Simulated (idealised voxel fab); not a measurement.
Module name: voxel wiring stack (process module)
For reference, the cross-section in this document is cut, with width 195 nm and square cells of 5 nm.
Cross-section = grid of square cells, listed top down in bands; band = one or more rows.
For a band, the entry starts with two heights in nm, that of the top and then that of the bottom, and carries on with the band's materials in order from left to right, each alongside its width in nm; the word "everywhere" beside a single material means it fills the band edge to edge, and "air" means empty space.
It should be noted that heights are counted from 0, beneath which the wafer as supplied is of one material throughout, and that the lowest band possesses no lower boundary but continues downward, as written in "top 0, no bottom".
With a width like "30->40", each row of cells in the band differs from the next by the same amount, the top row carrying the first number and the bottom row the second.
It should be understood that the words "remains unaltered", when stated for a given step, signify that the cross-section underwent no change in any of its cells during that step.
"Closed void list" lists enclosed empty spaces (at least 8 cells, no open path upward to the top), each as width x height at distance from the left edge, in nm.
Where a step's line continues beyond its settings, the continuation is a remark by the simulator itself on that step.
On any step carrying a mask, the "overlay nm" setting, if present on the step's line, tells how far right of its planned place the mask lay; negative values point to the left.

Set out below are the planned steps of the process
| 1 | op RECEIVE | material Si |
| 2 | op CONFORMAL_DEP | material SiO2 | thk nm 10 |
| 3 | op CONFORMAL_DEP | material SiCN | thk nm 5 |
| 4 | op DIRECTIONAL_DEP | material lowk | thk nm 20 |
| 5 | op MASKED_ETCH | tone open | mask id METAL_1 | width nm 25 | pitch nm 45 | etch materials lowk | depth nm 20 | overlay nm 0 |
| 6 | op MASKED_ETCH | tone open | mask id METAL_1 | width nm 25 | pitch nm 45 | etch materials SiCN | depth nm 5 | overlay nm -15 |
| 7 | op CONFORMAL_DEP | material TiN | thk nm 5 |
| 8 | op FILL_DEP | material Ru | thk nm 5 |
| 9 | op CMP | height nm 35 |
| 10 | op CONFORMAL_DEP | material SiCN | thk nm 5 |
| 11 | op DIRECTIONAL_DEP | material SiO2 | thk nm 35 |
| 12 | op MASKED_ETCH | tone open | mask id METAL_2_HOLES | width nm 15 | pitch nm 45 | etch materials SiO2 | depth nm 35 | overlay nm 0 |
| 13 | op DIRECTIONAL_DEP | material aC | thk nm 15 |
| 14 | op PATTERN | tone open | mask id METAL_2 | material resist | width nm 25 | pitch nm 45 | thk nm 30 | overlay nm 0 |
| 15 | op DIRECTIONAL_ETCH | etch materials aC | depth nm 15 |
| 16 | op STRIP | etch materials resist |
| 17 | op DIRECTIONAL_ETCH | etch materials SiO2 | depth nm 20 |
| 18 | op DIRECTIONAL_ETCH | etch materials SiCN | depth nm 5 |
| 19 | op STRIP | etch materials aC |
| 20 | op CONFORMAL_DEP | material TiN | thk nm 5 |
| 21 | op FILL_DEP | material Cu | thk nm 5 |
| 22 | op CMP | height nm 75 |
| 23 | op CONFORMAL_DEP | material SiCN | thk nm 5 |
| 24 | op DIRECTIONAL_DEP | material SiO2 | thk nm 10 |
| 25 | op DIRECTIONAL_DEP | material aC | thk nm 10 |
| 26 | op PATTERN | tone open | mask id PLUG_2 | material resist | width nm 15 | pitch nm 90 | thk nm 25 | overlay nm 0 |
| 27 | op DIRECTIONAL_ETCH | etch materials aC | depth nm 10 |
| 28 | op STRIP | etch materials resist |
| 29 | op DIRECTIONAL_ETCH | etch materials SiO2 | depth nm 10 |
| 30 | op DIRECTIONAL_ETCH | etch materials SiCN | depth nm 5 |
| 31 | op STRIP | etch materials aC |
| 32 | op CONFORMAL_DEP | material TiN | thk nm 5 |
| 33 | op FILL_DEP | material Cu | thk nm 5 |
| 34 | op CMP | height nm 90 |
| 35 | op DIRECTIONAL_DEP | material TiN | thk nm 5 |
| 36 | op DIRECTIONAL_DEP | material W | thk nm 20 |
| 37 | op MASKED_ETCH | tone cover | mask id METAL_3 | width nm 25 | pitch nm 45 | etch materials W | depth nm 20 | overlay nm 0 |
| 38 | op MASKED_ETCH | tone cover | mask id METAL_3 | width nm 25 | pitch nm 45 | etch materials TiN | depth nm 5 | overlay nm 0 |
| 39 | op CONFORMAL_DEP | material SiCN | thk nm 5 |
| 40 | op FILL_DEP | material SiO2 | thk nm 10 |
| 41 | op CMP | height nm 115 |
| 42 | op CONFORMAL_DEP | material SiN | thk nm 5 |
Variable across wafers: step 6 overlay nm (plan value is that of the first wafer; starting state common to all).

The first of several wafers in cross-section, exactly as it reached us after step 1
	top 0, no bottom: Si everywhere
	Closed void list: none

Post step 42, the closing step of the module: first of several wafers, cross-sectioned
	top 120, bottom 115: SiN everywhere
	top 115, bottom 95: SiO2 (35) / SiCN (5) / W (25) / SiCN (5) / SiO2 (10) / SiCN (5) / W (25) / SiCN (5) / SiO2 (10) / SiCN (5) / W (25) / SiCN (5) / SiO2 (35)
	top 95, bottom 90: SiCN (40) / TiN (25) / SiCN (20) / TiN (25) / SiCN (20) / TiN (25) / SiCN (40)
	top 90, bottom 80: SiO2 (40) / TiN (5) / Cu (5) / TiN (5) / SiO2 (75) / TiN (5) / Cu (5) / TiN (5) / SiO2 (50)
	top 80, bottom 75: SiCN (40) / TiN (15) / SiCN (75) / TiN (15) / SiCN (50)
	top 75, bottom 60: SiO2 (40) / TiN (5) / Cu (15) / TiN (5) / SiO2 (20) / TiN (5) / Cu (15) / TiN (5) / SiO2 (20) / TiN (5) / Cu (15) / TiN (5) / SiO2 (40)
	top 60, bottom 55: SiO2 (40) / TiN (5) / Cu (5) / TiN (15) / SiO2 (20) / TiN (5) / Cu (5) / TiN (15) / SiO2 (20) / TiN (5) / Cu (5) / TiN (15) / SiO2 (40)
	top 55, bottom 40: SiO2 (40) / TiN (5) / Cu (5) / TiN (5) / SiO2 (30) / TiN (5) / Cu (5) / TiN (5) / SiO2 (30) / TiN (5) / Cu (5) / TiN (5) / SiO2 (50)
	top 40, bottom 35: SiCN (40) / TiN (15) / SiCN (30) / TiN (15) / SiCN (30) / TiN (15) / SiCN (50)
	top 35, bottom 20: lowk (40) / TiN (5) / Ru (15) / TiN (5) / lowk (20) / TiN (5) / Ru (15) / TiN (5) / lowk (20) / TiN (5) / Ru (15) / TiN (5) / lowk (40)
	top 20, bottom 15: lowk (40) / TiN (25) / lowk (20) / TiN (25) / lowk (20) / TiN (25) / lowk (40)
	top 15, bottom 10: SiCN (40) / TiN (10) / SiCN (35) / TiN (10) / SiCN (35) / TiN (10) / SiCN (55)
	top 10, bottom 0: SiO2 everywhere
	top 0, no bottom: Si everywhere
	Closed void list: none

Final wafer cross-section at module end
	top 120, bottom 115: SiN everywhere
	top 115, bottom 95: SiO2 (35) / SiCN (5) / W (25) / SiCN (5) / SiO2 (10) / SiCN (5) / W (25) / SiCN (5) / SiO2 (10) / SiCN (5) / W (25) / SiCN (5) / SiO2 (35)
	top 95, bottom 90: SiCN (40) / TiN (25) / SiCN (20) / TiN (25) / SiCN (20) / TiN (25) / SiCN (40)
	top 90, bottom 80: SiO2 (40) / TiN (5) / Cu (5) / TiN (5) / SiO2 (75) / TiN (5) / Cu (5) / TiN (5) / SiO2 (50)
	top 80, bottom 75: SiCN (40) / TiN (15) / SiCN (75) / TiN (15) / SiCN (50)
	top 75, bottom 60: SiO2 (40) / TiN (5) / Cu (15) / TiN (5) / SiO2 (20) / TiN (5) / Cu (15) / TiN (5) / SiO2 (20) / TiN (5) / Cu (15) / TiN (5) / SiO2 (40)
	top 60, bottom 55: SiO2 (40) / TiN (5) / Cu (5) / TiN (15) / SiO2 (20) / TiN (5) / Cu (5) / TiN (15) / SiO2 (20) / TiN (5) / Cu (5) / TiN (15) / SiO2 (40)
	top 55, bottom 40: SiO2 (40) / TiN (5) / Cu (5) / TiN (5) / SiO2 (30) / TiN (5) / Cu (5) / TiN (5) / SiO2 (30) / TiN (5) / Cu (5) / TiN (5) / SiO2 (50)
	top 40, bottom 35: SiCN (40) / TiN (15) / SiCN (30) / TiN (15) / SiCN (30) / TiN (15) / SiCN (50)
	top 35, bottom 20: lowk (40) / TiN (5) / Ru (15) / TiN (5) / lowk (20) / TiN (5) / Ru (15) / TiN (5) / lowk (20) / TiN (5) / Ru (15) / TiN (5) / lowk (40)
	top 20, bottom 15: lowk (40) / TiN (25) / lowk (20) / TiN (25) / lowk (20) / TiN (25) / lowk (40)
	top 15, bottom 10: SiCN (55) / TiN (10) / SiCN (35) / TiN (10) / SiCN (35) / TiN (10) / SiCN (40)
	top 10, bottom 0: SiO2 everywhere
	top 0, no bottom: Si everywhere
	Closed void list: none

For your reference, the table is organized with a row per wafer; each row reflects the wafer at the end of the module, indicating for each material the cells gained (+) or lost (-) since receipt, and thereafter its closed voids
overlay nm -15 | +43 Cu | +27 Ru | +144 SiCN | +39 SiN | +402 SiO2 | +125 TiN | +60 W | +96 lowk | Closed void list: none
overlay nm -10 | +43 Cu | +30 Ru | +141 SiCN | +39 SiN | +402 SiO2 | +125 TiN | +60 W | +96 lowk | Closed void list: none
overlay nm -5 | +43 Cu | +33 Ru | +138 SiCN | +39 SiN | +402 SiO2 | +125 TiN | +60 W | +96 lowk | Closed void list: none
overlay nm 0 | +43 Cu | +36 Ru | +135 SiCN | +39 SiN | +402 SiO2 | +125 TiN | +60 W | +96 lowk | Closed void list: none
overlay nm 5 | +43 Cu | +33 Ru | +138 SiCN | +39 SiN | +402 SiO2 | +125 TiN | +60 W | +96 lowk | Closed void list: none
overlay nm 10 | +43 Cu | +30 Ru | +141 SiCN | +39 SiN | +402 SiO2 | +125 TiN | +60 W | +96 lowk | Closed void list: none
overlay nm 15 | +43 Cu | +27 Ru | +144 SiCN | +39 SiN | +402 SiO2 | +125 TiN | +60 W | +96 lowk | Closed void list: none
